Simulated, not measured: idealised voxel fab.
You're looking at the process module voxel wiring stack.
Square cell edge 5 nm, section width 300 nm, ID cut.
Square cells in a grid make up a cross-section in this document, and the grid is given as bands, listed from the top down, each one or more rows of cells.
It is stipulated that each band's entry specify, in nanometres, the height of the top of the band and then that of its bottom, followed by the materials of the band in left-to-right sequence, each together with its width in nanometres. A single material marked by the word "edge to edge" is understood to fill the band from edge to edge; the word "air" is understood to denote empty space.
Heads up on the height convention: 0 is the point under which the incoming wafer is all one material, and the lowest band has no bottom, it just keeps going down, like "0 -> down".
You'd read "30->40" like this: the band's top row of cells is as wide as the first number, its bottom row is as wide as the second, and going down, every row changes width by the same amount as the row before did.
"remained the same" after a step means that no cell of the cross-section changed.
This entry, "Closed void inventory", enumerates those empty regions of no fewer than 8 cells that possess no open connection to the top. Each region is reported in the form width x height at distance, the distance being taken from the left edge, with all three quantities expressed in nm.
Read whatever lies past the settings on a step's line as the simulator's own remark about the step.
What "overlay nm" on a step's line means: if the step has a mask, that mask lay this far to the right of its planned place, or, when the value is negative, to the left.

Planned step list for the process
1 RECEIVE, material Si
2 CONFORMAL_DEP, material SiO2, thk nm 15
3 DIRECTIONAL_DEP, material TiN, thk nm 5
4 DIRECTIONAL_DEP, material Ru, thk nm 25
5 PATTERN, tone cover, mask id METAL_1, material resist, width nm 20, pitch nm 35, thk nm 20, overlay nm 0
6 DIRECTIONAL_ETCH, etch materials Ru, depth nm 25
7 DIRECTIONAL_ETCH, etch materials TiN, depth nm 5
8 STRIP, etch materials resist
9 FILL_DEP, material SiO2, thk nm 5
10 CMP, height nm 45
11 CONFORMAL_DEP, material SiCN, thk nm 5
12 DIRECTIONAL_DEP, material SiO2, thk nm 30
13 PATTERN, tone open, mask id METAL_2_HOLES, material resist, width nm 15, pitch nm 35, thk nm 20, overlay nm 0
14 DIRECTIONAL_ETCH, etch materials SiO2, depth nm 30
15 STRIP, etch materials resist
16 PATTERN, tone open, mask id METAL_2, material resist, width nm 20, pitch nm 35, thk nm 20, overlay nm 0
17 DIRECTIONAL_ETCH, etch materials SiO2, depth nm 15
18 DIRECTIONAL_ETCH, etch materials SiCN, depth nm 5
19 STRIP, etch materials resist
20 CONFORMAL_DEP, material TiN, thk nm 5
21 FILL_DEP, material Cu, thk nm 10
22 CMP, height nm 80
23 CONFORMAL_DEP, material SiCN, thk nm 5
24 DIRECTIONAL_DEP, material SiO2, thk nm 10
25 MASKED_ETCH, tone open, mask id PLUG_2, width nm 15, pitch nm 35, etch materials SiO2, depth nm 10, overlay nm 0
26 MASKED_ETCH, tone open, mask id PLUG_2, width nm 15, pitch nm 35, etch materials SiCN, depth nm 5, overlay nm 0
27 EPI, material Ru, thk nm 10
28 EPI, material Ru, thk nm 5
29 DIRECTIONAL_DEP, material TiN, thk nm 5
30 DIRECTIONAL_DEP, material Ru, thk nm 20
31 MASKED_ETCH, tone cover, mask id METAL_3, width nm 20, pitch nm 35, etch materials Ru, depth nm 20, overlay nm 0
32 MASKED_ETCH, tone cover, mask id METAL_3, width nm 20, pitch nm 35, etch materials TiN, depth nm 5, overlay nm 0
33 FILL_DEP, material SiO2, thk nm 10
34 CMP, height nm 120
35 CONFORMAL_DEP, material SiCN, thk nm 5
36 DIRECTIONAL_DEP, material SiO2, thk nm 20
37 DIRECTIONAL_DEP, material aC, thk nm 10
38 PATTERN, tone open, mask id PLUG_3, material resist, width nm 15, pitch nm 35, thk nm 25, overlay nm 0
39 DIRECTIONAL_ETCH, etch materials aC, depth nm 10
40 STRIP, etch materials resist
41 DIRECTIONAL_ETCH, etch materials SiO2, depth nm 20
42 DIRECTIONAL_ETCH, etch materials SiCN, depth nm 5
43 STRIP, etch materials aC
44 CONFORMAL_DEP, material TiN, thk nm 5
45 FILL_DEP, material Cu, thk nm 10
46 CMP, height nm 145
47 DIRECTIONAL_DEP, material TiN, thk nm 5
48 DIRECTIONAL_DEP, material W, thk nm 25
49 MASKED_ETCH, tone cover, mask id METAL_4, width nm 20, pitch nm 35, etch materials W, depth nm 25, overlay nm 0
50 MASKED_ETCH, tone cover, mask id METAL_4, width nm 20, pitch nm 35, etch materials TiN, depth nm 5, overlay nm 0
51 CONFORMAL_DEP, material SiN, thk nm 5
52 FILL_DEP, material lowk, thk nm 5
53 CMP, height nm 175
54 CONFORMAL_DEP, material SiN, thk nm 5

So, the first of our two wafers, run just as we planned it

This is the cross-section of the wafer as we received it, i.e. after step 1
    0 -> down = Si edge to edge
    Closed void inventory: none

Take a look at the wafer's cross-section after step 2
    15 -> 0 = SiO2 edge to edge
    Anything lower than 0 is untouched.

Take a look at the wafer's cross-section after step 3
    20 -> 15 = TiN edge to edge
    Anything lower than 15 is untouched.

Take a look at the wafer's cross-section after step 4
    45 -> 20 = Ru edge to edge
    Anything lower than 20 is untouched.

Take a look at the wafer's cross-section after step 5
    65 -> 45 = air=85; resist=20; air=15; resist=20; air=15; resist=20; air=15; resist=20; air=90
    Anything lower than 45 is untouched.

Take a look at the wafer's cross-section after step 6
    65 -> 45 = air=85; resist=20; air=15; resist=20; air=15; resist=20; air=15; resist=20; air=90
    45 -> 20 = air=85; Ru=20; air=15; Ru=20; air=15; Ru=20; air=15; Ru=20; air=90
    Anything lower than 20 is untouched.

Take a look at the wafer's cross-section after step 7
    65 -> 45 = air=85; resist=20; air=15; resist=20; air=15; resist=20; air=15; resist=20; air=90
    45 -> 20 = air=85; Ru=20; air=15; Ru=20; air=15; Ru=20; air=15; Ru=20; air=90
    20 -> 15 = air=85; TiN=20; air=15; TiN=20; air=15; TiN=20; air=15; TiN=20; air=90
    Anything lower than 15 is untouched.

Take a look at the wafer's cross-section after step 8
    45 -> 20 = air=85; Ru=20; air=15; Ru=20; air=15; Ru=20; air=15; Ru=20; air=90
    Anything lower than 20 is untouched.

Take a look at the wafer's cross-section after step 9
    50 -> 45 = SiO2 edge to edge
    45 -> 20 = SiO2=85; Ru=20; SiO2=15; Ru=20; SiO2=15; Ru=20; SiO2=15; Ru=20; SiO2=90
    20 -> 15 = SiO2=85; TiN=20; SiO2=15; TiN=20; SiO2=15; TiN=20; SiO2=15; TiN=20; SiO2=90
    Anything lower than 15 is untouched.

Take a look at the wafer's cross-section after step 10
    45 -> 20 = SiO2=85; Ru=20; SiO2=15; Ru=20; SiO2=15; Ru=20; SiO2=15; Ru=20; SiO2=90
    Anything lower than 20 is untouched.

Take a look at the wafer's cross-section after step 11
    50 -> 45 = SiCN edge to edge
    Anything lower than 45 is untouched.

Take a look at the wafer's cross-section after step 12
    80 -> 50 = SiO2 edge to edge
    Anything lower than 50 is untouched.

Take a look at the wafer's cross-section after step 13
    100 -> 80 = resist=85; air=15; resist=20; air=15; resist=20; air=15; resist=20; air=15; resist=95
    Anything lower than 80 is untouched.

Take a look at the wafer's cross-section after step 14
    100 -> 80 = resist=85; air=15; resist=20; air=15; resist=20; air=15; resist=20; air=15; resist=95
    80 -> 50 = SiO2=85; air=15; SiO2=20; air=15; SiO2=20; air=15; SiO2=20; air=15; SiO2=95
    Anything lower than 50 is untouched.

Take a look at the wafer's cross-section after step 15
    80 -> 50 = SiO2=85; air=15; SiO2=20; air=15; SiO2=20; air=15; SiO2=20; air=15; SiO2=95
    Anything lower than 50 is untouched.

Take a look at the wafer's cross-section after step 16
    100 -> 80 = resist=85; air=20; resist=15; air=20; resist=15; air=20; resist=15; air=20; resist=90
    Anything lower than 80 is untouched.

Take a look at the wafer's cross-section after step 17
    100 -> 80 = resist=85; air=20; resist=15; air=20; resist=15; air=20; resist=15; air=20; resist=90
    80 -> 65 = SiO2=85; air=20; SiO2=15; air=20; SiO2=15; air=20; SiO2=15; air=20; SiO2=90
    Anything lower than 65 is untouched.

Take a look at the wafer's cross-section after step 18
    100 -> 80 = resist=85; air=20; resist=15; air=20; resist=15; air=20; resist=15; air=20; resist=90
    80 -> 65 = SiO2=85; air=20; SiO2=15; air=20; SiO2=15; air=20; SiO2=15; air=20; SiO2=90
    65 -> 50 = SiO2=85; air=15; SiO2=20; air=15; SiO2=20; air=15; SiO2=20; air=15; SiO2=95
    50 -> 45 = SiCN=85; air=15; SiCN=20; air=15; SiCN=20; air=15; SiCN=20; air=15; SiCN=95
    Anything lower than 45 is untouched.

Take a look at the wafer's cross-section after step 19
    80 -> 65 = SiO2=85; air=20; SiO2=15; air=20; SiO2=15; air=20; SiO2=15; air=20; SiO2=90
    Anything lower than 65 is untouched.

Take a look at the wafer's cross-section after step 20
    85 -> 80 = TiN=90; air=10; TiN=25; air=10; TiN=25; air=10; TiN=25; air=10; TiN=95
    80 -> 70 = SiO2=85; TiN=5; air=10; TiN=5; SiO2=15; TiN=5; air=10; TiN=5; SiO2=15; TiN=5; air=10; TiN=5; SiO2=15; TiN=5; air=10; TiN=5; SiO2=90
    70 -> 65 = SiO2=85; TiN=5; air=5; TiN=10; SiO2=15; TiN=5; air=5; TiN=10; SiO2=15; TiN=5; air=5; TiN=10; SiO2=15; TiN=5; air=5; TiN=10; SiO2=90
    65 -> 50 = SiO2=85; TiN=5; air=5; TiN=5; SiO2=20; TiN=5; air=5; TiN=5; SiO2=20; TiN=5; air=5; TiN=5; SiO2=20; TiN=5; air=5; TiN=5; SiO2=95
    50 -> 45 = SiCN=85; TiN=15; SiCN=20; TiN=15; SiCN=20; TiN=15; SiCN=20; TiN=15; SiCN=95
    Anything lower than 45 is untouched.

Take a look at the wafer's cross-section after step 21
    95 -> 85 = Cu edge to edge
    85 -> 80 = TiN=90; Cu=10; TiN=25; Cu=10; TiN=25; Cu=10; TiN=25; Cu=10; TiN=95
    80 -> 70 = SiO2=85; TiN=5; Cu=10; TiN=5; SiO2=15; TiN=5; Cu=10; TiN=5; SiO2=15; TiN=5; Cu=10; TiN=5; SiO2=15; TiN=5; Cu=10; TiN=5; SiO2=90
    70 -> 65 = SiO2=85; TiN=5; Cu=5; TiN=10; SiO2=15; TiN=5; Cu=5; TiN=10; SiO2=15; TiN=5; Cu=5; TiN=10; SiO2=15; TiN=5; Cu=5; TiN=10; SiO2=90
    65 -> 50 = SiO2=85; TiN=5; Cu=5; TiN=5; SiO2=20; TiN=5; Cu=5; TiN=5; SiO2=20; TiN=5; Cu=5; TiN=5; SiO2=20; TiN=5; Cu=5; TiN=5; SiO2=95
    Anything lower than 50 is untouched.

Take a look at the wafer's cross-section after step 22
    80 -> 70 = SiO2=85; TiN=5; Cu=10; TiN=5; SiO2=15; TiN=5; Cu=10; TiN=5; SiO2=15; TiN=5; Cu=10; TiN=5; SiO2=15; TiN=5; Cu=10; TiN=5; SiO2=90
    Anything lower than 70 is untouched.

Take a look at the wafer's cross-section after step 23
    85 -> 80 = SiCN edge to edge
    Anything lower than 80 is untouched.

Take a look at the wafer's cross-section after step 24
    95 -> 85 = SiO2 edge to edge
    Anything lower than 85 is untouched.

Take a look at the wafer's cross-section after step 25
    95 -> 85 = SiO2=85; air=15; SiO2=20; air=15; SiO2=20; air=15; SiO2=20; air=15; SiO2=95
    Anything lower than 85 is untouched.

Take a look at the wafer's cross-section after step 26
    95 -> 85 = SiO2=85; air=15; SiO2=20; air=15; SiO2=20; air=15; SiO2=20; air=15; SiO2=95
    85 -> 80 = SiCN=85; air=15; SiCN=20; air=15; SiCN=20; air=15; SiCN=20; air=15; SiCN=95
    Anything lower than 80 is untouched.

Take a look at the wafer's cross-section after step 27
    95 -> 90 = SiO2=85; air=15; SiO2=20; air=15; SiO2=20; air=15; SiO2=20; air=15; SiO2=95
    90 -> 85 = SiO2=85; Ru=15; SiO2=20; Ru=15; SiO2=20; Ru=15; SiO2=20; Ru=15; SiO2=95
    85 -> 80 = SiCN=85; Ru=15; SiCN=20; Ru=15; SiCN=20; Ru=15; SiCN=20; Ru=15; SiCN=95
    Anything lower than 80 is untouched.

Take a look at the wafer's cross-section after step 28
    95 -> 85 = SiO2=85; Ru=15; SiO2=20; Ru=15; SiO2=20; Ru=15; SiO2=20; Ru=15; SiO2=95
    Anything lower than 85 is untouched.

Take a look at the wafer's cross-section after step 29
    100 -> 95 = TiN edge to edge
    Anything lower than 95 is untouched.

Take a look at the wafer's cross-section after step 30
    120 -> 100 = Ru edge to edge
    Anything lower than 100 is untouched.

Take a look at the wafer's cross-section after step 31
    120 -> 100 = air=85; Ru=20; air=15; Ru=20; air=15; Ru=20; air=15; Ru=20; air=90
    Anything lower than 100 is untouched.

Take a look at the wafer's cross-section after step 32
    120 -> 100 = air=85; Ru=20; air=15; Ru=20; air=15; Ru=20; air=15; Ru=20; air=90
    100 -> 95 = air=85; TiN=20; air=15; TiN=20; air=15; TiN=20; air=15; TiN=20; air=90
    Anything lower than 95 is untouched.

Take a look at the wafer's cross-section after step 33
    130 -> 120 = SiO2 edge to edge
    120 -> 100 = SiO2=85; Ru=20; SiO2=15; Ru=20; SiO2=15; Ru=20; SiO2=15; Ru=20; SiO2=90
    100 -> 95 = SiO2=85; TiN=20; SiO2=15; TiN=20; SiO2=15; TiN=20; SiO2=15; TiN=20; SiO2=90
    Anything lower than 95 is untouched.

Take a look at the wafer's cross-section after step 34
    120 -> 100 = SiO2=85; Ru=20; SiO2=15; Ru=20; SiO2=15; Ru=20; SiO2=15; Ru=20; SiO2=90
    Anything lower than 100 is untouched.

Take a look at the wafer's cross-section after step 35
    125 -> 120 = SiCN edge to edge
    Anything lower than 120 is untouched.

Take a look at the wafer's cross-section after step 36
    145 -> 125 = SiO2 edge to edge
    Anything lower than 125 is untouched.

Take a look at the wafer's cross-section after step 37
    155 -> 145 = aC edge to edge
    Anything lower than 145 is untouched.

Take a look at the wafer's cross-section after step 38
    180 -> 155 = resist=85; air=15; resist=20; air=15; resist=20; air=15; resist=20; air=15; resist=95
    Anything lower than 155 is untouched.

Take a look at the wafer's cross-section after step 39
    170 -> 155 = resist=85; air=15; resist=20; air=15; resist=20; air=15; resist=20; air=15; resist=95
    155 -> 145 = aC=85; air=15; aC=20; air=15; aC=20; air=15; aC=20; air=15; aC=95
    Anything lower than 145 is untouched.

Take a look at the wafer's cross-section after step 40
    155 -> 145 = aC=85; air=15; aC=20; air=15; aC=20; air=15; aC=20; air=15; aC=95
    Anything lower than 145 is untouched.

Take a look at the wafer's cross-section after step 41
    155 -> 145 = aC=85; air=15; aC=20; air=15; aC=20; air=15; aC=20; air=15; aC=95
    145 -> 125 = SiO2=85; air=15; SiO2=20; air=15; SiO2=20; air=15; SiO2=20; air=15; SiO2=95
    Anything lower than 125 is untouched.

Take a look at the wafer's cross-section after step 42
    155 -> 145 = aC=85; air=15; aC=20; air=15; aC=20; air=15; aC=20; air=15; aC=95
    145 -> 125 = SiO2=85; air=15; SiO2=20; air=15; SiO2=20; air=15; SiO2=20; air=15; SiO2=95
    125 -> 120 = SiCN=85; air=15; SiCN=20; air=15; SiCN=20; air=15; SiCN=20; air=15; SiCN=95
    Anything lower than 120 is untouched.

Take a look at the wafer's cross-section after step 43
    145 -> 125 = SiO2=85; air=15; SiO2=20; air=15; SiO2=20; air=15; SiO2=20; air=15; SiO2=95
    Anything lower than 125 is untouched.

Take a look at the wafer's cross-section after step 44
    150 -> 145 = TiN=90; air=5; TiN=30; air=5; TiN=30; air=5; TiN=30; air=5; TiN=100
    145 -> 125 = SiO2=85; TiN=5; air=5; TiN=5; SiO2=20; TiN=5; air=5; TiN=5; SiO2=20; TiN=5; air=5; TiN=5; SiO2=20; TiN=5; air=5; TiN=5; SiO2=95
    125 -> 120 = SiCN=85; TiN=15; SiCN=20; TiN=15; SiCN=20; TiN=15; SiCN=20; TiN=15; SiCN=95
    Anything lower than 120 is untouched.

Take a look at the wafer's cross-section after step 45
    160 -> 150 = Cu edge to edge
    150 -> 145 = TiN=90; Cu=5; TiN=30; Cu=5; TiN=30; Cu=5; TiN=30; Cu=5; TiN=100
    145 -> 125 = SiO2=85; TiN=5; Cu=5; TiN=5; SiO2=20; TiN=5; Cu=5; TiN=5; SiO2=20; TiN=5; Cu=5; TiN=5; SiO2=20; TiN=5; Cu=5; TiN=5; SiO2=95
    Anything lower than 125 is untouched.

Take a look at the wafer's cross-section after step 46
    145 -> 125 = SiO2=85; TiN=5; Cu=5; TiN=5; SiO2=20; TiN=5; Cu=5; TiN=5; SiO2=20; TiN=5; Cu=5; TiN=5; SiO2=20; TiN=5; Cu=5; TiN=5; SiO2=95
    Anything lower than 125 is untouched.

Take a look at the wafer's cross-section after step 47
    150 -> 145 = TiN edge to edge
    Anything lower than 145 is untouched.

Take a look at the wafer's cross-section after step 48
    175 -> 150 = W edge to edge
    Anything lower than 150 is untouched.

Take a look at the wafer's cross-section after step 49
    175 -> 150 = air=85; W=20; air=15; W=20; air=15; W=20; air=15; W=20; air=90
    Anything lower than 150 is untouched.

Take a look at the wafer's cross-section after step 50
    175 -> 150 = air=85; W=20; air=15; W=20; air=15; W=20; air=15; W=20; air=90
    150 -> 145 = air=85; TiN=20; air=15; TiN=20; air=15; TiN=20; air=15; TiN=20; air=90
    Anything lower than 145 is untouched.

Take a look at the wafer's cross-section after step 51
    180 -> 175 = air=80; SiN=30; air=5; SiN=30; air=5; SiN=30; air=5; SiN=30; air=85
    175 -> 150 = air=80; SiN=5; W=20; SiN=5; air=5; SiN=5; W=20; SiN=5; air=5; SiN=5; W=20; SiN=5; air=5; SiN=5; W=20; SiN=5; air=85
    150 -> 145 = SiN=85; TiN=20; SiN=15; TiN=20; SiN=15; TiN=20; SiN=15; TiN=20; SiN=90
    Anything lower than 145 is untouched.

Take a look at the wafer's cross-section after step 52
    185 -> 180 = lowk edge to edge
    180 -> 175 = lowk=80; SiN=30; lowk=5; SiN=30; lowk=5; SiN=30; lowk=5; SiN=30; lowk=85
    175 -> 150 = lowk=80; SiN=5; W=20; SiN=5; lowk=5; SiN=5; W=20; SiN=5; lowk=5; SiN=5; W=20; SiN=5; lowk=5; SiN=5; W=20; SiN=5; lowk=85
    Anything lower than 150 is untouched.

Take a look at the wafer's cross-section after step 53
    175 -> 150 = lowk=80; SiN=5; W=20; SiN=5; lowk=5; SiN=5; W=20; SiN=5; lowk=5; SiN=5; W=20; SiN=5; lowk=5; SiN=5; W=20; SiN=5; lowk=85
    Anything lower than 150 is untouched.

Take a look at the wafer's cross-section after step 54
    180 -> 175 = SiN edge to edge
    Anything lower than 175 is untouched.

For the second wafer, take the first wafer's start and plan, then add one mistake made in running it; everything through step 37, that step included, is shared with the first

The second wafer cut through, at the time step 38 was supposed to be finished
    180 -> 155 = resist=85; air=20; resist=15; air=20; resist=15; air=20; resist=15; air=20; resist=90
    Anything lower than 155 is untouched.

The second wafer cut through, at the time step 39 was supposed to be finished
    170 -> 155 = resist=85; air=20; resist=15; air=20; resist=15; air=20; resist=15; air=20; resist=90
    155 -> 145 = aC=85; air=20; aC=15; air=20; aC=15; air=20; aC=15; air=20; aC=90
    Anything lower than 145 is untouched.

The second wafer cut through, at the time step 40 was supposed to be finished
    155 -> 145 = aC=85; air=20; aC=15; air=20; aC=15; air=20; aC=15; air=20; aC=90
    Anything lower than 145 is untouched.

The second wafer cut through, at the time step 41 was supposed to be finished
    155 -> 145 = aC=85; air=20; aC=15; air=20; aC=15; air=20; aC=15; air=20; aC=90
    145 -> 125 = SiO2=85; air=20; SiO2=15; air=20; SiO2=15; air=20; SiO2=15; air=20; SiO2=90
    Anything lower than 125 is untouched.

The second wafer cut through, at the time step 42 was supposed to be finished
    155 -> 145 = aC=85; air=20; aC=15; air=20; aC=15; air=20; aC=15; air=20; aC=90
    145 -> 125 = SiO2=85; air=20; SiO2=15; air=20; SiO2=15; air=20; SiO2=15; air=20; SiO2=90
    125 -> 120 = SiCN=85; air=20; SiCN=15; air=20; SiCN=15; air=20; SiCN=15; air=20; SiCN=90
    Anything lower than 120 is untouched.

The second wafer cut through, at the time step 43 was supposed to be finished
    145 -> 125 = SiO2=85; air=20; SiO2=15; air=20; SiO2=15; air=20; SiO2=15; air=20; SiO2=90
    Anything lower than 125 is untouched.

The second wafer cut through, at the time step 44 was supposed to be finished
    150 -> 145 = TiN=90; air=10; TiN=25; air=10; TiN=25; air=10; TiN=25; air=10; TiN=95
    145 -> 125 = SiO2=85; TiN=5; air=10; TiN=5; SiO2=15; TiN=5; air=10; TiN=5; SiO2=15; TiN=5; air=10; TiN=5; SiO2=15; TiN=5; air=10; TiN=5; SiO2=90
    125 -> 120 = SiCN=85; TiN=20; SiCN=15; TiN=20; SiCN=15; TiN=20; SiCN=15; TiN=20; SiCN=90
    Anything lower than 120 is untouched.

The second wafer cut through, at the time step 45 was supposed to be finished
    160 -> 150 = Cu edge to edge
    150 -> 145 = TiN=90; Cu=10; TiN=25; Cu=10; TiN=25; Cu=10; TiN=25; Cu=10; TiN=95
    145 -> 125 = SiO2=85; TiN=5; Cu=10; TiN=5; SiO2=15; TiN=5; Cu=10; TiN=5; SiO2=15; TiN=5; Cu=10; TiN=5; SiO2=15; TiN=5; Cu=10; TiN=5; SiO2=90
    Anything lower than 125 is untouched.

The second wafer cut through, at the time step 46 was supposed to be finished
    145 -> 125 = SiO2=85; TiN=5; Cu=10; TiN=5; SiO2=15; TiN=5; Cu=10; TiN=5; SiO2=15; TiN=5; Cu=10; TiN=5; SiO2=15; TiN=5; Cu=10; TiN=5; SiO2=90
    Anything lower than 125 is untouched.

The second wafer cut through, at the time step 47 was supposed to be finished
    150 -> 145 = TiN edge to edge
    Anything lower than 145 is untouched.

The second wafer cut through, at the time step 48 was supposed to be finished
    175 -> 150 = W edge to edge
    Anything lower than 150 is untouched.

The second wafer cut through, at the time step 49 was supposed to be finished
    175 -> 150 = air=85; W=20; air=15; W=20; air=15; W=20; air=15; W=20; air=90
    Anything lower than 150 is untouched.

The second wafer cut through, at the time step 50 was supposed to be finished
    175 -> 150 = air=85; W=20; air=15; W=20; air=15; W=20; air=15; W=20; air=90
    150 -> 145 = air=85; TiN=20; air=15; TiN=20; air=15; TiN=20; air=15; TiN=20; air=90
    Anything lower than 145 is untouched.

The second wafer cut through, at the time step 51 was supposed to be finished
    180 -> 175 = air=80; SiN=30; air=5; SiN=30; air=5; SiN=30; air=5; SiN=30; air=85
    175 -> 150 = air=80; SiN=5; W=20; SiN=5; air=5; SiN=5; W=20; SiN=5; air=5; SiN=5; W=20; SiN=5; air=5; SiN=5; W=20; SiN=5; air=85
    150 -> 145 = SiN=85; TiN=20; SiN=15; TiN=20; SiN=15; TiN=20; SiN=15; TiN=20; SiN=90
    Anything lower than 145 is untouched.

The second wafer cut through, at the time step 52 was supposed to be finished
    185 -> 180 = lowk edge to edge
    180 -> 175 = lowk=80; SiN=30; lowk=5; SiN=30; lowk=5; SiN=30; lowk=5; SiN=30; lowk=85
    175 -> 150 = lowk=80; SiN=5; W=20; SiN=5; lowk=5; SiN=5; W=20; SiN=5; lowk=5; SiN=5; W=20; SiN=5; lowk=5; SiN=5; W=20; SiN=5; lowk=85
    Anything lower than 150 is untouched.

The second wafer cut through, at the time step 53 was supposed to be finished
    175 -> 150 = lowk=80; SiN=5; W=20; SiN=5; lowk=5; SiN=5; W=20; SiN=5; lowk=5; SiN=5; W=20; SiN=5; lowk=5; SiN=5; W=20; SiN=5; lowk=85
    Anything lower than 150 is untouched.

The second wafer cut through, at the time step 54 was supposed to be finished
    180 -> 175 = SiN edge to edge
    Anything lower than 175 is untouched.
Short version of what went wrong: for step 38, the planned setting was not used; the step was instead run as PATTERN, tone open, mask id PLUG_3, material resist, width nm 20, pitch nm 35, thk nm 25, overlay nm 0
FYI, end of process, the second wafer has more or fewer cells of some materials than the first: +16 Cu, -4 SiCN, -16 SiO2, +4 TiN
